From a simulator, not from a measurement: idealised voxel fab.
This section sets out a process module, namely voxel fin reveal.
Square cell edge 5 nm, section width 200 nm, ID cut.
When this document writes out a cross-section, it uses a grid of square cells and lists it as bands, beginning at the top and moving down, with a band standing for one or more rows of cells.
This entry defines a band. It first specifies the height of the band's top and the height of its bottom in nm, and then specifies the band's materials from left to right, stating each material with its width in nm. The word "all across" identifies a single material that fills the band from edge to edge, while the word "air" identifies empty space.
Height 0 is the level under which the wafer as received is all one material. The lowest band goes on downwards, as in "0 and below".
It should be noted that a width expressed as "30->40" varies in equal increments from row to row of cells within the band, taking the value of the first number at the top row and that of the second number at the bottom row.
Basically "stayed the same" means that step didn't change any cell in the cross-section.
Entry "Voids lacking openings" = empty spaces >= 8 cells with no open way to the top; each as width x height at distance, distance from left edge, all nm.
Anything after a step's settings on that line? It's the simulator's own note about the step.
A step line may carry the setting "overlay nm", which, for steps involving a mask, states the distance by which the mask lay to the right of its intended position; negative values denote displacement to the left.
**Here's what the planned process steps look like**
1: RECEIVE (material Si)
2: CONFORMAL_DEP (material SiN; thk nm 5)
3: PATTERN (tone cover; mask id FINS; material resist; width nm 15; pitch nm 45; thk nm 20; overlay nm 0)
4: DIRECTIONAL_ETCH (etch materials SiN; depth nm 5)
5: DIRECTIONAL_ETCH (etch materials Si; depth nm 40)
6: STRIP (etch materials resist)
7: OXIDIZE (depth nm 5)
8: FILL_DEP (material SiO2; thk nm 5)
9: CMP (height nm 5)
10: SELECTIVE_ETCH (etch materials SiO2; depth nm 35)
11: STRIP (etch materials SiN)
**First of two wafers, processed according to plan**
**Step 1 complete: cross-section of the wafer as received**
	0 and below = Si all across
	Voids lacking openings: none
**Step 2 complete: cross-section through the wafer**
	5 down to 0 = SiN all across
	Nothing below the height 0 has changed.
**Step 3 complete: cross-section through the wafer**
	25 down to 5 = air: 45  resist: 15  air: 30  resist: 15  air: 30  resist: 15  air: 50
	Nothing below the height 5 has changed.
**Step 4 complete: cross-section through the wafer**
	25 down to 5 = air: 45  resist: 15  air: 30  resist: 15  air: 30  resist: 15  air: 50
	5 down to 0 = air: 45  SiN: 15  air: 30  SiN: 15  air: 30  SiN: 15  air: 50
	Nothing below the height 0 has changed.
**Step 5 complete: cross-section through the wafer**
	25 down to 5 = air: 45  resist: 15  air: 30  resist: 15  air: 30  resist: 15  air: 50
	5 down to 0 = air: 45  SiN: 15  air: 30  SiN: 15  air: 30  SiN: 15  air: 50
	0 down to -40 = air: 45  Si: 15  air: 30  Si: 15  air: 30  Si: 15  air: 50
	Nothing below the height -40 has changed.
**Step 6 complete: cross-section through the wafer**
	5 down to 0 = air: 45  SiN: 15  air: 30  SiN: 15  air: 30  SiN: 15  air: 50
	Nothing below the height 0 has changed.
**Step 7 complete: cross-section through the wafer**
	5 down to 0 = air: 45  SiN: 15  air: 30  SiN: 15  air: 30  SiN: 15  air: 50
	0 down to -40 = air: 45  SiO2: 5  Si: 5  SiO2: 5  air: 30  SiO2: 5  Si: 5  SiO2: 5  air: 30  SiO2: 5  Si: 5  SiO2: 5  air: 50
	-40 down to -45 = SiO2: 50  Si: 5  SiO2: 40  Si: 5  SiO2: 40  Si: 5  SiO2: 55
	Nothing below the height -45 has changed.
**Step 8 complete: cross-section through the wafer**
	10 down to 5 = SiO2 all across
	5 down to 0 = SiO2: 45  SiN: 15  SiO2: 30  SiN: 15  SiO2: 30  SiN: 15  SiO2: 50
	0 down to -45 = SiO2: 50  Si: 5  SiO2: 40  Si: 5  SiO2: 40  Si: 5  SiO2: 55
	Nothing below the height -45 has changed.
**Step 9 complete: cross-section through the wafer**
	5 down to 0 = SiO2: 45  SiN: 15  SiO2: 30  SiN: 15  SiO2: 30  SiN: 15  SiO2: 50
	Nothing below the height 0 has changed.
**Step 10 complete: cross-section through the wafer**
	5 down to 0 = air: 45  SiN: 15  air: 30  SiN: 15  air: 30  SiN: 15  air: 50
	0 down to -30 = air: 50  Si: 5  air: 40  Si: 5  air: 40  Si: 5  air: 55
	Nothing below the height -30 has changed.
**Step 11 complete: cross-section through the wafer**
	0 down to -30 = air: 50  Si: 5  air: 40  Si: 5  air: 40  Si: 5  air: 55
	Nothing below the height -30 has changed.
**Companion wafer, the second of two: same beginning, same intended sequence, one mistake in carrying it out; through step 2 inclusive it tracks the first exactly**
**Second wafer cross-section, taken as of the time the plan sets for step 3 to be done**
	25 down to 5 = air: 45  resist: 20  air: 25  resist: 20  air: 25  resist: 20  air: 45
	Nothing below the height 5 has changed.
**Second wafer cross-section, taken as of the time the plan sets for step 4 to be done**
	25 down to 5 = air: 45  resist: 20  air: 25  resist: 20  air: 25  resist: 20  air: 45
	5 down to 0 = air: 45  SiN: 20  air: 25  SiN: 20  air: 25  SiN: 20  air: 45
	Nothing below the height 0 has changed.
**Second wafer cross-section, taken as of the time the plan sets for step 5 to be done**
	25 down to 5 = air: 45  resist: 20  air: 25  resist: 20  air: 25  resist: 20  air: 45
	5 down to 0 = air: 45  SiN: 20  air: 25  SiN: 20  air: 25  SiN: 20  air: 45
	0 down to -40 = air: 45  Si: 20  air: 25  Si: 20  air: 25  Si: 20  air: 45
	Nothing below the height -40 has changed.
**Second wafer cross-section, taken as of the time the plan sets for step 6 to be done**
	5 down to 0 = air: 45  SiN: 20  air: 25  SiN: 20  air: 25  SiN: 20  air: 45
	Nothing below the height 0 has changed.
**Second wafer cross-section, taken as of the time the plan sets for step 7 to be done**
	5 down to 0 = air: 45  SiN: 20  air: 25  SiN: 20  air: 25  SiN: 20  air: 45
	0 down to -40 = air: 45  SiO2: 5  Si: 10  SiO2: 5  air: 25  SiO2: 5  Si: 10  SiO2: 5  air: 25  SiO2: 5  Si: 10  SiO2: 5  air: 45
	-40 down to -45 = SiO2: 50  Si: 10  SiO2: 35  Si: 10  SiO2: 35  Si: 10  SiO2: 50
	Nothing below the height -45 has changed.
**Second wafer cross-section, taken as of the time the plan sets for step 8 to be done**
	10 down to 5 = SiO2 all across
	5 down to 0 = SiO2: 45  SiN: 20  SiO2: 25  SiN: 20  SiO2: 25  SiN: 20  SiO2: 45
	0 down to -45 = SiO2: 50  Si: 10  SiO2: 35  Si: 10  SiO2: 35  Si: 10  SiO2: 50
	Nothing below the height -45 has changed.
**Second wafer cross-section, taken as of the time the plan sets for step 9 to be done**
	5 down to 0 = SiO2: 45  SiN: 20  SiO2: 25  SiN: 20  SiO2: 25  SiN: 20  SiO2: 45
	Nothing below the height 0 has changed.
**Second wafer cross-section, taken as of the time the plan sets for step 10 to be done**
	5 down to 0 = air: 45  SiN: 20  air: 25  SiN: 20  air: 25  SiN: 20  air: 45
	0 down to -30 = air: 50  Si: 10  air: 35  Si: 10  air: 35  Si: 10  air: 50
	Nothing below the height -30 has changed.
**Second wafer cross-section, taken as of the time the plan sets for step 11 to be done**
	0 down to -30 = air: 50  Si: 10  air: 35  Si: 10  air: 35  Si: 10  air: 50
	Nothing below the height -30 has changed.
Processing error: not per plan at step 3, really ran PATTERN (tone cover; mask id FINS; material resist; width nm 20; pitch nm 45; thk nm 20; overlay nm 0)
Wrapping up, a cell-based count of both wafers puts the second over or under the first for these materials: +27 Si, -9 SiO2
